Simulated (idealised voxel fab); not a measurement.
process module | voxel local oxidation
cross-section cut | 255 nm wide | cells 5 nm
A cross-section is a grid of square cells, given in bands from the top down. A band is one or more rows of cells.
Each band's line starts with the height of the band's top and of its bottom, in nm. Then come its materials from left to right, each with its width in nm. One material with "throughout" fills the band from edge to edge. "air" is empty space.
Height 0 is the level under which the wafer as received is all one material. The lowest band goes on downwards, as in "0 down".
A width such as "30 to 40" changes by the same amount from each row of cells to the next, from the band's top row to its bottom row.
"no change" after a step means that no cell of the cross-section changed.
closed voids: empty space of 8 cells or more with no open way to the top, each as width x height at its distance from the left edge, in nm
after a step's settings: what the simulator itself notes on the step
overlay nm, on a step with a mask: how far to the right of its planned place the mask lay; to the left if negative
plan
1 op RECEIVE | material Si
2 op OXIDIZE | depth nm 5
3 op CONFORMAL_DEP | material SiN | thk nm 10
4 op PATTERN | tone cover | mask id ACTIVE | material resist | width nm 105 | thk nm 20 | overlay nm 0
5 op DIRECTIONAL_ETCH | etch materials SiN | depth nm 10
6 op STRIP | etch materials resist
7 op SELECTIVE_ETCH | etch materials SiO2 | depth nm 5
8 op OXIDIZE | depth nm 10
9 op STRIP | etch materials SiN
as received, after step 1
  0 down: Si throughout
  closed voids: none
first wafer at the end, as planned
  0 to -5: air 80 | SiO2 95 | air 80
  -5 to -15: SiO2 90 | Si 75 | SiO2 90
  -15 down: Si throughout
  closed voids: none
second wafer at the end: like start, like plan, one mistake
  0 to -5: air 70 | SiO2 95 | air 90
  -5 to -15: SiO2 80 | Si 75 | SiO2 100
  -15 down: Si throughout
  closed voids: none
what went wrong: step 4 ran as: op PATTERN | tone cover | mask id ACTIVE | material resist | width nm 105 | thk nm 20 | overlay nm -10
at the end the second wafer has, in cells: as many of each material as the first, in other places
